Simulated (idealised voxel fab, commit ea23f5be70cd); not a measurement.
Process module, titled voxel tone inversion
The figure presents cross-section cut, which has a width of 255 nm and is divided into square cells with an edge length of 5 nm.
In what follows, cross-sections appear as grids of square cells, described through bands that run from the top down, where every band is one or more rows of cells.
Basically the band line says how high the top is and how high the bottom is, in nm, and then what's in it from left to right, every material with its width in nm. Empty space shows up as "empty", and if a single material carries "all across" it runs the full band edge to edge.
Counting heights begins at 0, where everything beneath is, in the wafer as received, one material. The lowest band has no bottom; it goes on downwards, as "0..down" shows.
Think of "30->40" as a width that walks from the first number to the second as you go down the band, top row to bottom row, taking equal-sized steps from row to row.
"no modifications" for a step: no cell of the cross-section changed in that step.
Voids not open to the top, 8 cells minimum: see "Listed closed voids". Written width x height at distance; distance is from the left edge; nm.
Step line, after settings: the simulator's comment on this step.
"overlay nm", when on a step's line for a step with a mask, measures how far to the right of its planned place the mask lay; a negative measure means to the left.
Process steps - plan:
1,op RECEIVE | material Si
2,op CONFORMAL_DEP | material SiN | thk nm 5
3,op DIRECTIONAL_DEP | material aC | thk nm 20
4,op PATTERN | tone cover | mask id POSTS | material resist | width nm 25 | pitch nm 55 | thk nm 25 | overlay nm 0
5,op DIRECTIONAL_ETCH | etch materials aC | depth nm 20
6,op STRIP | etch materials resist
7,op FILL_DEP | material SiO2 | thk nm 10
8,op CMP | height nm 25
9,op STRIP | etch materials aC
10,op CONFORMAL_DEP | material TiN | thk nm 5
11,op FILL_DEP | material Cu | thk nm 10
12,op CMP | height nm 25
13,op CONFORMAL_DEP | material SiN | thk nm 5
Of two wafers, the first: run according to plan:
Received-state cross-section, reflecting completion of step 1:
* 0..down  Si all across
* Listed closed voids: none
The following cross-section depicts the wafer upon completion of step 2:
* 5..0  SiN all across
* below 0: unchanged
The following cross-section depicts the wafer upon completion of step 3:
* 25..5  aC all across
* below 5: unchanged
The following cross-section depicts the wafer upon completion of step 4:
* 50..25  empty: 30 | resist: 25 | empty: 30 | resist: 25 | empty: 30 | resist: 25 | empty: 30 | resist: 25 | empty: 35
* below 25: unchanged
The following cross-section depicts the wafer upon completion of step 5:
* 30..25  empty: 30 | resist: 25 | empty: 30 | resist: 25 | empty: 30 | resist: 25 | empty: 30 | resist: 25 | empty: 35
* 25..5  empty: 30 | aC: 25 | empty: 30 | aC: 25 | empty: 30 | aC: 25 | empty: 30 | aC: 25 | empty: 35
* below 5: unchanged
The following cross-section depicts the wafer upon completion of step 6:
* 25..5  empty: 30 | aC: 25 | empty: 30 | aC: 25 | empty: 30 | aC: 25 | empty: 30 | aC: 25 | empty: 35
* below 5: unchanged
The following cross-section depicts the wafer upon completion of step 7:
* 35..25  SiO2 all across
* 25..5  SiO2: 30 | aC: 25 | SiO2: 30 | aC: 25 | SiO2: 30 | aC: 25 | SiO2: 30 | aC: 25 | SiO2: 35
* below 5: unchanged
The following cross-section depicts the wafer upon completion of step 8:
* 25..5  SiO2: 30 | aC: 25 | SiO2: 30 | aC: 25 | SiO2: 30 | aC: 25 | SiO2: 30 | aC: 25 | SiO2: 35
* below 5: unchanged
The following cross-section depicts the wafer upon completion of step 9:
* 25..5  SiO2: 30 | empty: 25 | SiO2: 30 | empty: 25 | SiO2: 30 | empty: 25 | SiO2: 30 | empty: 25 | SiO2: 35
* below 5: unchanged
The following cross-section depicts the wafer upon completion of step 10:
* 30..25  TiN: 35 | empty: 15 | TiN: 40 | empty: 15 | TiN: 40 | empty: 15 | TiN: 40 | empty: 15 | TiN: 40
* 25..10  SiO2: 30 | TiN: 5 | empty: 15 | TiN: 5 | SiO2: 30 | TiN: 5 | empty: 15 | TiN: 5 | SiO2: 30 | TiN: 5 | empty: 15 | TiN: 5 | SiO2: 30 | TiN: 5 | empty: 15 | TiN: 5 | SiO2: 35
* 10..5  SiO2: 30 | TiN: 25 | SiO2: 30 | TiN: 25 | SiO2: 30 | TiN: 25 | SiO2: 30 | TiN: 25 | SiO2: 35
* below 5: unchanged
The following cross-section depicts the wafer upon completion of step 11:
* 40..30  Cu all across
* 30..25  TiN: 35 | Cu: 15 | TiN: 40 | Cu: 15 | TiN: 40 | Cu: 15 | TiN: 40 | Cu: 15 | TiN: 40
* 25..10  SiO2: 30 | TiN: 5 | Cu: 15 | TiN: 5 | SiO2: 30 | TiN: 5 | Cu: 15 | TiN: 5 | SiO2: 30 | TiN: 5 | Cu: 15 | TiN: 5 | SiO2: 30 | TiN: 5 | Cu: 15 | TiN: 5 | SiO2: 35
* below 10: unchanged
The following cross-section depicts the wafer upon completion of step 12:
* 25..10  SiO2: 30 | TiN: 5 | Cu: 15 | TiN: 5 | SiO2: 30 | TiN: 5 | Cu: 15 | TiN: 5 | SiO2: 30 | TiN: 5 | Cu: 15 | TiN: 5 | SiO2: 30 | TiN: 5 | Cu: 15 | TiN: 5 | SiO2: 35
* below 10: unchanged
The following cross-section depicts the wafer upon completion of step 13:
* 30..25  SiN all across
* below 25: unchanged
The Second Wafer: Common Origin and Plan, One Mistake in Execution, Identical to the First Through Step 11:
Cross-section of the second wafer corresponding to the planned conclusion of step 12:
* 15..10  SiO2: 30 | TiN: 5 | Cu: 15 | TiN: 5 | SiO2: 30 | TiN: 5 | Cu: 15 | TiN: 5 | SiO2: 30 | TiN: 5 | Cu: 15 | TiN: 5 | SiO2: 30 | TiN: 5 | Cu: 15 | TiN: 5 | SiO2: 35
* below 10: unchanged
Cross-section of the second wafer corresponding to the planned conclusion of step 13:
* 20..15  SiN all across
* below 15: unchanged
Against the plan, the run slipped here: for step 12, the planned setting was not used; the step was instead run as op CMP | height nm 15
The second wafer ends with more or fewer cells of some materials than the first, per final count: Cu: 24 fewer, SiO2: 62 fewer, TiN: 16 fewer
